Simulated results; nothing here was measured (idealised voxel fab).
Name of the process module below: voxel gate over fins
Section cut is 295 nm wide and gridded with 5 nm square cells.
Heads up, the way a cross-section reads in here is a grid of square cells, handed over as bands from the top down, with every band being one or more rows of cells. First you get the band's top height and its bottom height, in nm, and then the materials it's made of, left to right, with each width in nm. If you see a single material with "edge to edge", that one covers the band edge to edge. "empty" is empty space. Counting heights begins at 0, where everything beneath is, in the wafer as received, one material. The lowest band has no bottom; it goes on downwards, as "0 -> down" shows. The notation "30->40" denotes a width that varies across the rows of cells in the band, beginning at the first number in the top row, finishing at the second number in the bottom row, and changing by an identical amount from each row to the next. Step marked "remained the same"? Then no cell in the cross-section changed in it. Reported under the label "Unvented voids" are the empty spaces having no open way to the top and comprising 8 cells or more; the notation for each is width x height at distance, in which the distance is measured from the left edge and all three values are in nm. Note: text after step settings on the step line = simulator remark on that step. The setting "overlay nm" may be written on the line of a step. When the step uses a mask, the value reports how far to the right of the planned place the mask lay, and a negative value reports that it lay to the left.
This section lists the process steps that were planned
1. RECEIVE with material Si
2. CONFORMAL_DEP with material SiN, thk nm 10
3. PATTERN with tone cover, mask id FINS, material resist, width nm 15, pitch nm 45, thk nm 20, overlay nm 0
4. DIRECTIONAL_ETCH with etch materials SiN, depth nm 10
5. DIRECTIONAL_ETCH with etch materials Si, depth nm 40
6. STRIP with etch materials resist
7. OXIDIZE with depth nm 5
8. FILL_DEP with material SiO2, thk nm 15
9. CMP with height nm 10
10. SELECTIVE_ETCH with etch materials SiO2, depth nm 10
11. STRIP with etch materials SiN
12. CONFORMAL_DEP with material HfO2, thk nm 5
13. CONFORMAL_DEP with material TiN, thk nm 5
14. FILL_DEP with material W, thk nm 10
15. CMP with height nm 15
16. CONFORMAL_DEP with material SiN, thk nm 10
The wafers are alike at the start. At step 10, their depth nm differs. The plan lists the first wafer's value.
This is how the first of several wafers looked in cross-section when it arrived, which is after step 1
	0 -> down | Si edge to edge
	Unvented voids: none
Where each wafer stands at the end of the module, a row apiece: cells of each material gained (+) or lost (-) since it was received, then closed voids
depth nm 10, +59 HfO2, -513 Si, +118 SiN, +513 SiO2, +59 TiN, +59 W, Unvented voids: none
depth nm 15, +63 HfO2, -513 Si, +118 SiN, +456 SiO2, +63 TiN, +108 W, Unvented voids: none
depth nm 20, +67 HfO2, -513 Si, +118 SiN, +399 SiO2, +67 TiN, +157 W, Unvented voids: none
depth nm 25, +71 HfO2, -513 Si, +118 SiN, +342 SiO2, +71 TiN, +206 W, Unvented voids: none
depth nm 30, +75 HfO2, -513 Si, +118 SiN, +285 SiO2, +75 TiN, +255 W, Unvented voids: none
depth nm 35, +79 HfO2, -513 Si, +118 SiN, +228 SiO2, +79 TiN, +304 W, Unvented voids: none
